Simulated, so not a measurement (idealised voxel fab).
Process module heading - voxel wiring stack
The width of the displayed cross-section, cut, is 180 nm; its cells are square, with a size of 5 nm.
We lay out every cross-section as a grid of square cells and spell it out in bands from the top down, where one band means one or more rows of cells.
Band entry format. Leading values: height of top, height of bottom, nm. Remainder: materials in left-to-right order, each with its width in nm. Special words: "everywhere" on a single material, which then fills the band edge to edge; "empty", empty space.
Heads up on the height convention: 0 is the point under which the incoming wafer is all one material, and the lowest band has no bottom, it just keeps going down, like "from 0 down".
Quick explanation for "30..40": the width changes in equal steps down the rows of cells, from the first number in the band's top row to the second number in its bottom row.
Take "nothing was modified" at face value: in the step it is given for, the cross-section changed in none of its cells.
In "Fully sealed cavities" the enclosed voids are listed, meaning empty spaces of 8 cells or larger without any opening to the top. The form is width x height at distance, distance from the left edge, units nm.
Heads up: the bit after the settings on a step's line is the simulator's remark on that step.
overlay nm: for a step with a mask, the amount by which the mask lay right of where it was planned; a negative amount means left of it.

[The planned process steps are enumerated hereunder]
1) RECEIVE (material Si)
2) CONFORMAL_DEP (material SiO2; thk nm 10)
3) DIRECTIONAL_DEP (material TiN; thk nm 5)
4) DIRECTIONAL_DEP (material W; thk nm 20)
5) MASKED_ETCH (tone cover; mask id METAL_1; width nm 25; pitch nm 45; etch materials W; depth nm 20; overlay nm 0)
6) MASKED_ETCH (tone cover; mask id METAL_1; width nm 25; pitch nm 45; etch materials TiN; depth nm 5; overlay nm 0)
7) FILL_DEP (material SiO2; thk nm 5)
8) CMP (height nm 35)
9) CONFORMAL_DEP (material SiCN; thk nm 5)
10) DIRECTIONAL_DEP (material lowk; thk nm 25)
11) DIRECTIONAL_DEP (material aC; thk nm 15)
12) PATTERN (tone open; mask id METAL_2_HOLES; material resist; width nm 15; pitch nm 45; thk nm 30; overlay nm 0)
13) DIRECTIONAL_ETCH (etch materials aC; depth nm 15)
14) STRIP (etch materials resist)
15) DIRECTIONAL_ETCH (etch materials lowk; depth nm 25)
16) STRIP (etch materials aC)
17) PATTERN (tone open; mask id METAL_2; material resist; width nm 25; pitch nm 45; thk nm 15; overlay nm 0)
18) DIRECTIONAL_ETCH (etch materials lowk; depth nm 15)
19) DIRECTIONAL_ETCH (etch materials SiCN; depth nm 5)
20) STRIP (etch materials resist)
21) CONFORMAL_DEP (material TiN; thk nm 5)
22) FILL_DEP (material Cu; thk nm 10)
23) CMP (height nm 65)
24) CONFORMAL_DEP (material SiCN; thk nm 5)
25) DIRECTIONAL_DEP (material SiO2; thk nm 25)
26) MASKED_ETCH (tone open; mask id METAL_3_HOLES; width nm 15; pitch nm 45; etch materials SiO2; depth nm 25; overlay nm 0)
27) DIRECTIONAL_DEP (material aC; thk nm 15)
28) PATTERN (tone open; mask id METAL_3; material resist; width nm 25; pitch nm 45; thk nm 30; overlay nm -15)
29) DIRECTIONAL_ETCH (etch materials aC; depth nm 15)
30) STRIP (etch materials resist)
31) DIRECTIONAL_ETCH (etch materials SiO2; depth nm 15)
32) DIRECTIONAL_ETCH (etch materials SiCN; depth nm 5)
33) STRIP (etch materials aC)
34) CONFORMAL_DEP (material TiN; thk nm 5)
35) FILL_DEP (material Cu; thk nm 5)
36) CMP (height nm 95)
37) CONFORMAL_DEP (material SiCN; thk nm 5)
The plan's step 28 overlay nm is the first wafer's value; the wafers differ in this setting and start identical.

[Cross-section: the first of several wafers in its as-received state, i.e. following step 1]
    from 0 down: Si everywhere
    Fully sealed cavities: none

[Per-wafer rows below. For each material: cells gained (+) or lost (-) since the wafer was received, as of end of module. Then: closed voids]
overlay nm -15, +38 Cu, +98 SiCN, +334 SiO2, +72 TiN, +40 W, +138 lowk, Fully sealed cavities: none
overlay nm -10, +36 Cu, +96 SiCN, +340 SiO2, +70 TiN, +40 W, +138 lowk, Fully sealed cavities: none
overlay nm -5, +36 Cu, +96 SiCN, +340 SiO2, +70 TiN, +40 W, +138 lowk, Fully sealed cavities: none
overlay nm 0, +36 Cu, +96 SiCN, +340 SiO2, +70 TiN, +40 W, +138 lowk, Fully sealed cavities: none
overlay nm 5, +38 Cu, +98 SiCN, +334 SiO2, +72 TiN, +40 W, +138 lowk, Fully sealed cavities: none
overlay nm 10, +42 Cu, +100 SiCN, +328 SiO2, +72 TiN, +40 W, +138 lowk, Fully sealed cavities: none
overlay nm 15, +46 Cu, +102 SiCN, +322 SiO2, +72 TiN, +40 W, +138 lowk, Fully sealed cavities: none
